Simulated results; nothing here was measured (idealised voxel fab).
The name of this process module is voxel ribs on slabs.
Square cells of 5 nm make up the cross-section cut, whose width is 175 nm.
Bands, listed from the top down, are how a cross-section gets written in this document; the cross-section itself is a grid of square cells, and a band is one or more rows of them.
Within each band entry, the heights of the top and of the bottom of the band appear first, in that order and in nm; the materials of the band then follow from left to right, each with its corresponding width in nm. The designation "all across" on a single material indicates that it fills the band from edge to edge; the designation "empty" indicates empty space.
We count height from 0. Below that, the starting wafer is all one material. The lowest band never ends at the bottom but goes on down; see "0..down" for how that is written.
Per-row width for "30->40": begins at first number (top row of band), ends at second number (bottom row), increment between rows held constant.
The cross-section has no changed cell in any step marked "remained the same".
What "Cavities, closed" gives you is every empty space of 8 cells or more that is cut off from the top. Each appears as width x height at distance, with the distance taken from the left edge and width, height and distance all in nm.
Heads up: the bit after the settings on a step's line is the simulator's remark on that step.
Among the settings permitted on a step's line is "overlay nm"; applied to a step with a mask, it specifies the extent to which the mask lay to the right of its planned position, whereas a negative figure signifies a position to the left.
Below you will find pairs of cross-sections. In each, one shows the wafer before one process step and the other after it, with the after view ending at the lowest band that changed. Under each pair is the step separating them, along with its settings. Do not assume the pairs form a chain: they can come from different runs of this module on the same starting wafer, and a pair continues from the pair above it only when its "Pre-step condition" entry says so.

**Pre-step condition**
    0..down: Si all across
    Cavities, closed: none

**Section After Processing**
    20..0: SiO2 all across
    Heights below 0 show no change.
    Cavities, closed: none
Between the two cross-sections you see above, the step is DIRECTIONAL_DEP with material SiO2, thk nm 20

Pre-step condition: as in the pair right above, post-step view.

**Section After Processing**
    35..20: SiN all across
    Heights below 20 show no change.
    Cavities, closed: none
Between the two cross-sections you see above, the step is DIRECTIONAL_DEP with material SiN, thk nm 15

Pre-step condition: as in the pair right above, post-step view.

**Section After Processing**
    45..35: aC all across
    Heights below 35 show no change.
    Cavities, closed: none
Between the two cross-sections you see above, the step is DIRECTIONAL_DEP with material aC, thk nm 10

Pre-step condition: as in the pair right above, post-step view.

**Section After Processing**
    70..45: empty (75) / resist (25) / empty (75)
    Heights below 45 show no change.
    Cavities, closed: none
Between the two cross-sections you see above, the step is PATTERN with tone cover, mask id RIB, material resist, width nm 25, thk nm 25, overlay nm 0

Pre-step condition: as in the pair right above, post-step view.

**Section After Processing**
    60..45: empty (75) / resist (25) / empty (75)
    45..35: empty (75) / aC (25) / empty (75)
    Heights below 35 show no change.
    Cavities, closed: none
Between the two cross-sections you see above, the step is DIRECTIONAL_ETCH with etch materials aC, depth nm 10

Pre-step condition: as in the pair right above, post-step view.

**Section After Processing**
    45..35: empty (75) / aC (25) / empty (75)
    Heights below 35 show no change.
    Cavities, closed: none
Between the two cross-sections you see above, the step is STRIP with etch materials resist

Pre-step condition: as in the pair right above, post-step view.

**Section After Processing**
    45..35: empty (75) / aC (25) / empty (75)
    35..30: empty (75) / SiN (25) / empty (75)
    Heights below 30 show no change.
    Cavities, closed: none
Between the two cross-sections you see above, the step is DIRECTIONAL_ETCH with etch materials SiN, depth nm 5

Pre-step condition: as in the pair right above, post-step view.

**Section After Processing**
    35..30: empty (75) / SiN (25) / empty (75)
    Heights below 30 show no change.
    Cavities, closed: none
Between the two cross-sections you see above, the step is STRIP with etch materials aC

Pre-step condition: as in the pair right above, post-step view.

**Section After Processing**
    35..30: empty (75) / SiN (25) / empty (75)
    30..20: empty (45) / SiN (85) / empty (45)
    Heights below 20 show no change.
    Cavities, closed: none
Between the two cross-sections you see above, the step is MASKED_ETCH with tone cover, mask id SLAB, width nm 85, etch materials SiN, depth nm 10, overlay nm 0

Pre-step condition: as in the pair right above, post-step view.

**Section After Processing**
    60..35: SiO2 all across
    35..30: SiO2 (75) / SiN (25) / SiO2 (75)
    30..20: SiO2 (45) / SiN (85) / SiO2 (45)
    Heights below 20 show no change.
    Cavities, closed: none
Between the two cross-sections you see above, the step is FILL_DEP with material SiO2, thk nm 25

Pre-step condition: as in the pair right above, post-step view.

**Section After Processing**
    50..35: SiO2 all across
    Heights below 35 show no change.
    Cavities, closed: none
Between the two cross-sections you see above, the step is CMP with height nm 50

Pre-step condition: as in the pair right above, post-step view.

**Section After Processing**
    55..50: W all across
    Heights below 50 show no change.
    Cavities, closed: none
Between the two cross-sections you see above, the step is DIRECTIONAL_DEP with material W, thk nm 5

Pre-step condition: as in the pair right above, post-step view.

**Section After Processing**
    65..55: aC all across
    Heights below 55 show no change.
    Cavities, closed: none
Between the two cross-sections you see above, the step is DIRECTIONAL_DEP with material aC, thk nm 10

Pre-step condition: as in the pair right above, post-step view.

**Section After Processing**
    90..65: empty (70) / resist (35) / empty (70)
    Heights below 65 show no change.
    Cavities, closed: none
Between the two cross-sections you see above, the step is PATTERN with tone cover, mask id HEATER, material resist, width nm 35, thk nm 25, overlay nm 0

Pre-step condition: as in the pair right above, post-step view.

**Section After Processing**
    80..65: empty (70) / resist (35) / empty (70)
    65..55: empty (70) / aC (35) / empty (70)
    Heights below 55 show no change.
    Cavities, closed: none
Between the two cross-sections you see above, the step is DIRECTIONAL_ETCH with etch materials aC, depth nm 10

Pre-step condition: as in the pair right above, post-step view.

**Section After Processing**
    65..55: empty (70) / aC (35) / empty (70)
    Heights below 55 show no change.
    Cavities, closed: none
Between the two cross-sections you see above, the step is STRIP with etch materials resist

Pre-step condition: as in the pair right above, post-step view.

**Section After Processing**
    65..55: empty (70) / aC (35) / empty (70)
    55..50: empty (70) / W (35) / empty (70)
    Heights below 50 show no change.
    Cavities, closed: none
Between the two cross-sections you see above, the step is DIRECTIONAL_ETCH with etch materials W, depth nm 5

Pre-step condition: as in the pair right above, post-step view.

**Section After Processing**
    55..50: empty (70) / W (35) / empty (70)
    Heights below 50 show no change.
    Cavities, closed: none
Between the two cross-sections you see above, the step is STRIP with etch materials aC

Pre-step condition: as in the pair right above, post-step view.

**Section After Processing**
    60..55: empty (65) / SiO2 (45) / empty (65)
    55..50: SiO2 (70) / W (35) / SiO2 (70)
    Heights below 50 show no change.
    Cavities, closed: none
Between the two cross-sections you see above, the step is CONFORMAL_DEP with material SiO2, thk nm 5

**Pre-step condition**
    20..0: SiO2 all across
    0..down: Si all across
    Cavities, closed: none

**Section After Processing**
    40..0: SiO2 all across
    Heights below 0 show no change.
    Cavities, closed: none
Between the two cross-sections you see above, the step is DIRECTIONAL_DEP with material SiO2, thk nm 20

Pre-step condition: as in the pair right above, post-step view.

**Section After Processing**
    55..40: SiN all across
    Heights below 40 show no change.
    Cavities, closed: none
Between the two cross-sections you see above, the step is DIRECTIONAL_DEP with material SiN, thk nm 15

Pre-step condition: as in the pair right above, post-step view.

**Section After Processing**
    65..55: aC all across
    Heights below 55 show no change.
    Cavities, closed: none
Between the two cross-sections you see above, the step is DIRECTIONAL_DEP with material aC, thk nm 10

Pre-step condition: as in the pair right above, post-step view.

**Section After Processing**
    90..65: empty (75) / resist (25) / empty (75)
    Heights below 65 show no change.
    Cavities, closed: none
Between the two cross-sections you see above, the step is PATTERN with tone cover, mask id RIB, material resist, width nm 25, thk nm 25, overlay nm 0

Pre-step condition: as in the pair right above, post-step view.

**Section After Processing**
    80..65: empty (75) / resist (25) / empty (75)
    65..55: empty (75) / aC (25) / empty (75)
    Heights below 55 show no change.
    Cavities, closed: none
Between the two cross-sections you see above, the step is DIRECTIONAL_ETCH with etch materials aC, depth nm 10

Pre-step condition: as in the pair right above, post-step view.

**Section After Processing**
    65..55: empty (75) / aC (25) / empty (75)
    Heights below 55 show no change.
    Cavities, closed: none
Between the two cross-sections you see above, the step is STRIP with etch materials resist

Pre-step condition: as in the pair right above, post-step view.

**Section After Processing**
    65..55: empty (75) / aC (25) / empty (75)
    55..50: empty (75) / SiN (25) / empty (75)
    Heights below 50 show no change.
    Cavities, closed: none
Between the two cross-sections you see above, the step is DIRECTIONAL_ETCH with etch materials SiN, depth nm 5

Pre-step condition: as in the pair right above, post-step view.

**Section After Processing**
    55..50: empty (75) / SiN (25) / empty (75)
    Heights below 50 show no change.
    Cavities, closed: none
Between the two cross-sections you see above, the step is STRIP with etch materials aC

Pre-step condition: as in the pair right above, post-step view.

**Section After Processing**
    55..50: empty (75) / SiN (25) / empty (75)
    50..40: empty (45) / SiN (85) / empty (45)
    Heights below 40 show no change.
    Cavities, closed: none
Between the two cross-sections you see above, the step is MASKED_ETCH with tone cover, mask id SLAB, width nm 85, etch materials SiN, depth nm 10, overlay nm 0

Pre-step condition: as in the pair right above, post-step view.

**Section After Processing**
    80..55: SiO2 all across
    55..50: SiO2 (75) / SiN (25) / SiO2 (75)
    50..40: SiO2 (45) / SiN (85) / SiO2 (45)
    Heights below 40 show no change.
    Cavities, closed: none
Between the two cross-sections you see above, the step is FILL_DEP with material SiO2, thk nm 25

Pre-step condition: as in the pair right above, post-step view.

**Section After Processing**
    50..40: SiO2 (45) / SiN (85) / SiO2 (45)
    Heights below 40 show no change.
    Cavities, closed: none
Between the two cross-sections you see above, the step is CMP with height nm 50

Pre-step condition: as in the pair right above, post-step view.

**Section After Processing**
    55..50: W all across
    Heights below 50 show no change.
    Cavities, closed: none
Between the two cross-sections you see above, the step is DIRECTIONAL_DEP with material W, thk nm 5

Pre-step condition: as in the pair right above, post-step view.

**Section After Processing**
    65..55: aC all across
    Heights below 55 show no change.
    Cavities, closed: none
Between the two cross-sections you see above, the step is DIRECTIONAL_DEP with material aC, thk nm 10

Pre-step condition: as in the pair right above, post-step view.

**Section After Processing**
    90..65: empty (70) / resist (35) / empty (70)
    Heights below 65 show no change.
    Cavities, closed: none
Between the two cross-sections you see above, the step is PATTERN with tone cover, mask id HEATER, material resist, width nm 35, thk nm 25, overlay nm 0

Pre-step condition: as in the pair right above, post-step view.

**Section After Processing**
    80..65: empty (70) / resist (35) / empty (70)
    65..55: empty (70) / aC (35) / empty (70)
    Heights below 55 show no change.
    Cavities, closed: none
Between the two cross-sections you see above, the step is DIRECTIONAL_ETCH with etch materials aC, depth nm 10

Pre-step condition: as in the pair right above, post-step view.

**Section After Processing**
    65..55: empty (70) / aC (35) / empty (70)
    Heights below 55 show no change.
    Cavities, closed: none
Between the two cross-sections you see above, the step is STRIP with etch materials resist

Pre-step condition: as in the pair right above, post-step view.

**Section After Processing**
    65..55: empty (70) / aC (35) / empty (70)
    55..50: empty (70) / W (35) / empty (70)
    Heights below 50 show no change.
    Cavities, closed: none
Between the two cross-sections you see above, the step is DIRECTIONAL_ETCH with etch materials W, depth nm 5

Pre-step condition: as in the pair right above, post-step view.

**Section After Processing**
    55..50: empty (70) / W (35) / empty (70)
    Heights below 50 show no change.
    Cavities, closed: none
Between the two cross-sections you see above, the step is STRIP with etch materials aC

Pre-step condition: as in the pair right above, post-step view.

**Section After Processing**
    60..55: empty (65) / SiO2 (45) / empty (65)
    55..50: SiO2 (70) / W (35) / SiO2 (70)
    Heights below 50 show no change.
    Cavities, closed: none
Between the two cross-sections you see above, the step is CONFORMAL_DEP with material SiO2, thk nm 5

**Pre-step condition**
    20..0: SiO2 all across
    0..down: Si all across
    Cavities, closed: none

**Section After Processing**
    30..20: aC all across
    Heights below 20 show no change.
    Cavities, closed: none
Between the two cross-sections you see above, the step is DIRECTIONAL_DEP with material aC, thk nm 10

Pre-step condition: as in the pair right above, post-step view.

**Section After Processing**
    45..30: SiN all across
    Heights below 30 show no change.
    Cavities, closed: none
Between the two cross-sections you see above, the step is DIRECTIONAL_DEP with material SiN, thk nm 15

Pre-step condition: as in the pair right above, post-step view.

**Section After Processing**
    70..45: empty (75) / resist (25) / empty (75)
    Heights below 45 show no change.
    Cavities, closed: none
Between the two cross-sections you see above, the step is PATTERN with tone cover, mask id RIB, material resist, width nm 25, thk nm 25, overlay nm 0

Pre-step condition: as in the pair right above, post-step view.

**Section After Processing**
    60..45: empty (75) / resist (25) / empty (75)
    Heights below 45 show no change.
    Cavities, closed: none
Between the two cross-sections you see above, the step is DIRECTIONAL_ETCH with etch materials aC, depth nm 10

Pre-step condition: as in the pair right above, post-step view.

**Section After Processing**
    45..30: SiN all across
    Heights below 30 show no change.
    Cavities, closed: none
Between the two cross-sections you see above, the step is STRIP with etch materials resist

Pre-step condition: as in the pair right above, post-step view.

**Section After Processing**
    40..30: SiN all across
    Heights below 30 show no change.
    Cavities, closed: none
Between the two cross-sections you see above, the step is DIRECTIONAL_ETCH with etch materials SiN, depth nm 5

Pre-step condition: as in the pair right above, post-step view.

**Section After Processing**
    40..30: empty (45) / SiN (85) / empty (45)
    Heights below 30 show no change.
    Cavities, closed: none
Between the two cross-sections you see above, the step is MASKED_ETCH with tone cover, mask id SLAB, width nm 85, etch materials SiN, depth nm 10, overlay nm 0

Pre-step condition: as in the pair right above, post-step view.

**Section After Processing**
    65..40: SiO2 all across
    40..30: SiO2 (45) / SiN (85) / SiO2 (45)
    Heights below 30 show no change.
    Cavities, closed: none
Between the two cross-sections you see above, the step is FILL_DEP with material SiO2, thk nm 25

Pre-step condition: as in the pair right above, post-step view.

**Section After Processing**
    50..40: SiO2 all across
    Heights below 40 show no change.
    Cavities, closed: none
Between the two cross-sections you see above, the step is CMP with height nm 50

Pre-step condition: as in the pair right above, post-step view.

**Section After Processing**
    55..50: W all across
    Heights below 50 show no change.
    Cavities, closed: none
Between the two cross-sections you see above, the step is DIRECTIONAL_DEP with material W, thk nm 5

Pre-step condition: as in the pair right above, post-step view.

**Section After Processing**
    65..55: aC all across
    Heights below 55 show no change.
    Cavities, closed: none
Between the two cross-sections you see above, the step is DIRECTIONAL_DEP with material aC, thk nm 10

Pre-step condition: as in the pair right above, post-step view.

**Section After Processing**
    90..65: empty (70) / resist (35) / empty (70)
    Heights below 65 show no change.
    Cavities, closed: none
Between the two cross-sections you see above, the step is PATTERN with tone cover, mask id HEATER, material resist, width nm 35, thk nm 25, overlay nm 0

Pre-step condition: as in the pair right above, post-step view.

**Section After Processing**
    80..65: empty (70) / resist (35) / empty (70)
    65..55: empty (70) / aC (35) / empty (70)
    Heights below 55 show no change.
    Cavities, closed: none
Between the two cross-sections you see above, the step is DIRECTIONAL_ETCH with etch materials aC, depth nm 10

Pre-step condition: as in the pair right above, post-step view.

**Section After Processing**
    65..55: empty (70) / aC (35) / empty (70)
    Heights below 55 show no change.
    Cavities, closed: none
Between the two cross-sections you see above, the step is STRIP with etch materials resist

Pre-step condition: as in the pair right above, post-step view.

**Section After Processing**
    65..55: empty (70) / aC (35) / empty (70)
    55..50: empty (70) / W (35) / empty (70)
    Heights below 50 show no change.
    Cavities, closed: none
Between the two cross-sections you see above, the step is DIRECTIONAL_ETCH with etch materials W, depth nm 5

Pre-step condition: as in the pair right above, post-step view.

**Section After Processing**
    55..50: empty (70) / W (35) / empty (70)
    Heights below 50 show no change.
    Cavities, closed: none
Between the two cross-sections you see above, the step is STRIP with etch materials aC

Pre-step condition: as in the pair right above, post-step view.

**Section After Processing**
    60..55: empty (65) / SiO2 (45) / empty (65)
    55..50: SiO2 (70) / W (35) / SiO2 (70)
    Heights below 50 show no change.
    Cavities, closed: none
Between the two cross-sections you see above, the step is CONFORMAL_DEP with material SiO2, thk nm 5

**Pre-step condition**
    20..0: SiO2 all across
    0..down: Si all across
    Cavities, closed: none

**Section After Processing**
    45..20: SiN all across
    Heights below 20 show no change.
    Cavities, closed: none
Between the two cross-sections you see above, the step is DIRECTIONAL_DEP with material SiN, thk nm 25

Pre-step condition: as in the pair right above, post-step view.

**Section After Processing**
    55..45: aC all across
    Heights below 45 show no change.
    Cavities, closed: none
Between the two cross-sections you see above, the step is DIRECTIONAL_DEP with material aC, thk nm 10

Pre-step condition: as in the pair right above, post-step view.

**Section After Processing**
    80..55: empty (75) / resist (25) / empty (75)
    Heights below 55 show no change.
    Cavities, closed: none
Between the two cross-sections you see above, the step is PATTERN with tone cover, mask id RIB, material resist, width nm 25, thk nm 25, overlay nm 0

Pre-step condition: as in the pair right above, post-step view.

**Section After Processing**
    70..55: empty (75) / resist (25) / empty (75)
    55..45: empty (75) / aC (25) / empty (75)
    Heights below 45 show no change.
    Cavities, closed: none
Between the two cross-sections you see above, the step is DIRECTIONAL_ETCH with etch materials aC, depth nm 10

Pre-step condition: as in the pair right above, post-step view.

**Section After Processing**
    55..45: empty (75) / aC (25) / empty (75)
    Heights below 45 show no change.
    Cavities, closed: none
Between the two cross-sections you see above, the step is STRIP with etch materials resist

Pre-step condition: as in the pair right above, post-step view.

**Section After Processing**
    55..45: empty (75) / aC (25) / empty (75)
    45..40: empty (75) / SiN (25) / empty (75)
    Heights below 40 show no change.
    Cavities, closed: none
Between the two cross-sections you see above, the step is DIRECTIONAL_ETCH with etch materials SiN, depth nm 5

Pre-step condition: as in the pair right above, post-step view.

**Section After Processing**
    45..40: empty (75) / SiN (25) / empty (75)
    Heights below 40 show no change.
    Cavities, closed: none
Between the two cross-sections you see above, the step is STRIP with etch materials aC

Pre-step condition: as in the pair right above, post-step view.

**Section After Processing**
    45..40: empty (75) / SiN (25) / empty (75)
    40..30: empty (45) / SiN (85) / empty (45)
    Heights below 30 show no change.
    Cavities, closed: none
Between the two cross-sections you see above, the step is MASKED_ETCH with tone cover, mask id SLAB, width nm 85, etch materials SiN, depth nm 10, overlay nm 0

Pre-step condition: as in the pair right above, post-step view.

**Section After Processing**
    70..45: SiO2 all across
    45..40: SiO2 (75) / SiN (25) / SiO2 (75)
    40..30: SiO2 (45) / SiN (85) / SiO2 (45)
    Heights below 30 show no change.
    Cavities, closed: none
Between the two cross-sections you see above, the step is FILL_DEP with material SiO2, thk nm 25

Pre-step condition: as in the pair right above, post-step view.

**Section After Processing**
    50..45: SiO2 all across
    Heights below 45 show no change.
    Cavities, closed: none
Between the two cross-sections you see above, the step is CMP with height nm 50

Pre-step condition: as in the pair right above, post-step view.

**Section After Processing**
    55..50: W all across
    Heights below 50 show no change.
    Cavities, closed: none
Between the two cross-sections you see above, the step is DIRECTIONAL_DEP with material W, thk nm 5

Pre-step condition: as in the pair right above, post-step view.

**Section After Processing**
    65..55: aC all across
    Heights below 55 show no change.
    Cavities, closed: none
Between the two cross-sections you see above, the step is DIRECTIONAL_DEP with material aC, thk nm 10

Pre-step condition: as in the pair right above, post-step view.

**Section After Processing**
    90..65: empty (70) / resist (35) / empty (70)
    Heights below 65 show no change.
    Cavities, closed: none
Between the two cross-sections you see above, the step is PATTERN with tone cover, mask id HEATER, material resist, width nm 35, thk nm 25, overlay nm 0

Pre-step condition: as in the pair right above, post-step view.

**Section After Processing**
    80..65: empty (70) / resist (35) / empty (70)
    65..55: empty (70) / aC (35) / empty (70)
    Heights below 55 show no change.
    Cavities, closed: none
Between the two cross-sections you see above, the step is DIRECTIONAL_ETCH with etch materials aC, depth nm 10

Pre-step condition: as in the pair right above, post-step view.

**Section After Processing**
    65..55: empty (70) / aC (35) / empty (70)
    Heights below 55 show no change.
    Cavities, closed: none
Between the two cross-sections you see above, the step is STRIP with etch materials resist

Pre-step condition: as in the pair right above, post-step view.

**Section After Processing**
    65..55: empty (70) / aC (35) / empty (70)
    55..50: empty (70) / W (35) / empty (70)
    Heights below 50 show no change.
    Cavities, closed: none
Between the two cross-sections you see above, the step is DIRECTIONAL_ETCH with etch materials W, depth nm 5

Pre-step condition: as in the pair right above, post-step view.

**Section After Processing**
    55..50: empty (70) / W (35) / empty (70)
    Heights below 50 show no change.
    Cavities, closed: none
Between the two cross-sections you see above, the step is STRIP with etch materials aC

Pre-step condition: as in the pair right above, post-step view.

**Section After Processing**
    60..55: empty (65) / SiO2 (45) / empty (65)
    55..50: SiO2 (70) / W (35) / SiO2 (70)
    Heights below 50 show no change.
    Cavities, closed: none
Between the two cross-sections you see above, the step is CONFORMAL_DEP with material SiO2, thk nm 5

**Pre-step condition**
    65..55: aC all across
    55..50: W all across
    50..35: SiO2 all across
    35..30: SiO2 (75) / SiN (25) / SiO2 (75)
    30..20: SiO2 (45) / SiN (85) / SiO2 (45)
    20..0: SiO2 all across
    0..down: Si all across
    Cavities, closed: none

**Section After Processing**
    90..65: empty (70) / resist (40) / empty (65)
    Heights below 65 show no change.
    Cavities, closed: none
Between the two cross-sections you see above, the step is PATTERN with tone cover, mask id HEATER, material resist, width nm 40, thk nm 25, overlay nm 0

Pre-step condition: as in the pair right above, post-step view.

**Section After Processing**
    80..65: empty (70) / resist (40) / empty (65)
    65..55: empty (70) / aC (40) / empty (65)
    Heights below 55 show no change.
    Cavities, closed: none
Between the two cross-sections you see above, the step is DIRECTIONAL_ETCH with etch materials aC, depth nm 10

Pre-step condition: as in the pair right above, post-step view.

**Section After Processing**
    65..55: empty (70) / aC (40) / empty (65)
    Heights below 55 show no change.
    Cavities, closed: none
Between the two cross-sections you see above, the step is STRIP with etch materials resist

Pre-step condition: as in the pair right above, post-step view.

**Section After Processing**
    65..55: empty (70) / aC (40) / empty (65)
    55..50: empty (70) / W (40) / empty (65)
    Heights below 50 show no change.
    Cavities, closed: none
Between the two cross-sections you see above, the step is DIRECTIONAL_ETCH with etch materials W, depth nm 5

Pre-step condition: as in the pair right above, post-step view.

**Section After Processing**
    55..50: empty (70) / W (40) / empty (65)
    Heights below 50 show no change.
    Cavities, closed: none
Between the two cross-sections you see above, the step is STRIP with etch materials aC

Pre-step condition: as in the pair right above, post-step view.

**Section After Processing**
    60..55: empty (65) / SiO2 (50) / empty (60)
    55..50: SiO2 (70) / W (40) / SiO2 (65)
    Heights below 50 show no change.
    Cavities, closed: none
Between the two cross-sections you see above, the step is CONFORMAL_DEP with material SiO2, thk nm 5

**Pre-step condition**
    35..30: empty (75) / SiN (25) / empty (75)
    30..20: SiN all across
    20..0: SiO2 all across
    0..down: Si all across
    Cavities, closed: none

**Section After Processing**
    35..30: empty (75) / SiN (25) / empty (75)
    30..20: empty (55) / SiN (85) / empty (35)
    Heights below 20 show no change.
    Cavities, closed: none
Between the two cross-sections you see above, the step is MASKED_ETCH with tone cover, mask id SLAB, width nm 85, etch materials SiN, depth nm 10, overlay nm 10

Pre-step condition: as in the pair right above, post-step view.

**Section After Processing**
    60..35: SiO2 all across
    35..30: SiO2 (75) / SiN (25) / SiO2 (75)
    30..20: SiO2 (55) / SiN (85) / SiO2 (35)
    Heights below 20 show no change.
    Cavities, closed: none
Between the two cross-sections you see above, the step is FILL_DEP with material SiO2, thk nm 25

Pre-step condition: as in the pair right above, post-step view.

**Section After Processing**
    50..35: SiO2 all across
    Heights below 35 show no change.
    Cavities, closed: none
Between the two cross-sections you see above, the step is CMP with height nm 50

Pre-step condition: as in the pair right above, post-step view.

**Section After Processing**
    55..50: W all across
    Heights below 50 show no change.
    Cavities, closed: none
Between the two cross-sections you see above, the step is DIRECTIONAL_DEP with material W, thk nm 5

Pre-step condition: as in the pair right above, post-step view.

**Section After Processing**
    65..55: aC all across
    Heights below 55 show no change.
    Cavities, closed: none
Between the two cross-sections you see above, the step is DIRECTIONAL_DEP with material aC, thk nm 10

Pre-step condition: as in the pair right above, post-step view.

**Section After Processing**
    90..65: empty (70) / resist (35) / empty (70)
    Heights below 65 show no change.
    Cavities, closed: none
Between the two cross-sections you see above, the step is PATTERN with tone cover, mask id HEATER, material resist, width nm 35, thk nm 25, overlay nm 0

Pre-step condition: as in the pair right above, post-step view.

**Section After Processing**
    80..65: empty (70) / resist (35) / empty (70)
    65..55: empty (70) / aC (35) / empty (70)
    Heights below 55 show no change.
    Cavities, closed: none
Between the two cross-sections you see above, the step is DIRECTIONAL_ETCH with etch materials aC, depth nm 10

Pre-step condition: as in the pair right above, post-step view.

**Section After Processing**
    65..55: empty (70) / aC (35) / empty (70)
    Heights below 55 show no change.
    Cavities, closed: none
Between the two cross-sections you see above, the step is STRIP with etch materials resist

Pre-step condition: as in the pair right above, post-step view.

**Section After Processing**
    65..55: empty (70) / aC (35) / empty (70)
    55..50: empty (70) / W (35) / empty (70)
    Heights below 50 show no change.
    Cavities, closed: none
Between the two cross-sections you see above, the step is DIRECTIONAL_ETCH with etch materials W, depth nm 5

Pre-step condition: as in the pair right above, post-step view.

**Section After Processing**
    55..50: empty (70) / W (35) / empty (70)
    Heights below 50 show no change.
    Cavities, closed: none
Between the two cross-sections you see above, the step is STRIP with etch materials aC

Pre-step condition: as in the pair right above, post-step view.

**Section After Processing**
    60..55: empty (65) / SiO2 (45) / empty (65)
    55..50: SiO2 (70) / W (35) / SiO2 (70)
    Heights below 50 show no change.
    Cavities, closed: none
Between the two cross-sections you see above, the step is CONFORMAL_DEP with material SiO2, thk nm 5

**Pre-step condition**
    55..50: W all across
    50..35: SiO2 all across
    35..30: SiO2 (75) / SiN (25) / SiO2 (75)
    30..20: SiO2 (45) / SiN (85) / SiO2 (45)
    20..0: SiO2 all across
    0..down: Si all across
    Cavities, closed: none

**Section After Processing**
    65..55: SiN all across
    Heights below 55 show no change.
    Cavities, closed: none
Between the two cross-sections you see above, the step is DIRECTIONAL_DEP with material SiN, thk nm 10

Pre-step condition: as in the pair right above, post-step view.

**Section After Processing**
    90..65: empty (70) / resist (35) / empty (70)
    Heights below 65 show no change.
    Cavities, closed: none
Between the two cross-sections you see above, the step is PATTERN with tone cover, mask id HEATER, material resist, width nm 35, thk nm 25, overlay nm 0

Pre-step condition: as in the pair right above, post-step view.

**Section After Processing**
    80..65: empty (70) / resist (35) / empty (70)
    Heights below 65 show no change.
    Cavities, closed: none
Between the two cross-sections you see above, the step is DIRECTIONAL_ETCH with etch materials aC, depth nm 10

Pre-step condition: as in the pair right above, post-step view.

**Section After Processing**
    65..55: SiN all across
    Heights below 55 show no change.
    Cavities, closed: none
Between the two cross-sections you see above, the step is STRIP with etch materials resist

Pre-step condition: as in the pair right above, post-step view.

**Section After Processing**
    70..65: SiO2 all across
    Heights below 65 show no change.
    Cavities, closed: none
Between the two cross-sections you see above, the step is CONFORMAL_DEP with material SiO2, thk nm 5

**Pre-step condition**
    35..30: empty (75) / SiN (25) / empty (75)
    30..20: SiN all across
    20..0: SiO2 all across
    0..down: Si all across
    Cavities, closed: none

**Section After Processing**
    30..25: SiN (45) / empty (85) / SiN (45)
    25..20: SiN (45) / empty (30) / SiN (25) / empty (30) / SiN (45)
    Heights below 20 show no change.
    Cavities, closed: none
Between the two cross-sections you see above, the step is MASKED_ETCH with tone open, mask id SLAB, width nm 85, etch materials SiN, depth nm 10, overlay nm 0

Pre-step condition: as in the pair right above, post-step view.

**Section After Processing**
    55..30: SiO2 all across
    30..25: SiN (45) / SiO2 (85) / SiN (45)
    25..20: SiN (45) / SiO2 (30) / SiN (25) / SiO2 (30) / SiN (45)
    Heights below 20 show no change.
    Cavities, closed: none
Between the two cross-sections you see above, the step is FILL_DEP with material SiO2, thk nm 25

Pre-step condition: as in the pair right above, post-step view.

**Section After Processing**
    50..30: SiO2 all across
    Heights below 30 show no change.
    Cavities, closed: none
Between the two cross-sections you see above, the step is CMP with height nm 50

Pre-step condition: as in the pair right above, post-step view.

**Section After Processing**
    55..50: W all across
    Heights below 50 show no change.
    Cavities, closed: none
Between the two cross-sections you see above, the step is DIRECTIONAL_DEP with material W, thk nm 5

Pre-step condition: as in the pair right above, post-step view.

**Section After Processing**
    65..55: aC all across
    Heights below 55 show no change.
    Cavities, closed: none
Between the two cross-sections you see above, the step is DIRECTIONAL_DEP with material aC, thk nm 10

Pre-step condition: as in the pair right above, post-step view.

**Section After Processing**
    90..65: empty (70) / resist (35) / empty (70)
    Heights below 65 show no change.
    Cavities, closed: none
Between the two cross-sections you see above, the step is PATTERN with tone cover, mask id HEATER, material resist, width nm 35, thk nm 25, overlay nm 0

Pre-step condition: as in the pair right above, post-step view.

**Section After Processing**
    80..65: empty (70) / resist (35) / empty (70)
    65..55: empty (70) / aC (35) / empty (70)
    Heights below 55 show no change.
    Cavities, closed: none
Between the two cross-sections you see above, the step is DIRECTIONAL_ETCH with etch materials aC, depth nm 10

Pre-step condition: as in the pair right above, post-step view.

**Section After Processing**
    65..55: empty (70) / aC (35) / empty (70)
    Heights below 55 show no change.
    Cavities, closed: none
Between the two cross-sections you see above, the step is STRIP with etch materials resist

Pre-step condition: as in the pair right above, post-step view.

**Section After Processing**
    65..55: empty (70) / aC (35) / empty (70)
    55..50: empty (70) / W (35) / empty (70)
    Heights below 50 show no change.
    Cavities, closed: none
Between the two cross-sections you see above, the step is DIRECTIONAL_ETCH with etch materials W, depth nm 5

Pre-step condition: as in the pair right above, post-step view.

**Section After Processing**
    55..50: empty (70) / W (35) / empty (70)
    Heights below 50 show no change.
    Cavities, closed: none
Between the two cross-sections you see above, the step is STRIP with etch materials aC

Pre-step condition: as in the pair right above, post-step view.

**Section After Processing**
    60..55: empty (65) / SiO2 (45) / empty (65)
    55..50: SiO2 (70) / W (35) / SiO2 (70)
    Heights below 50 show no change.
    Cavities, closed: none
Between the two cross-sections you see above, the step is CONFORMAL_DEP with material SiO2, thk nm 5
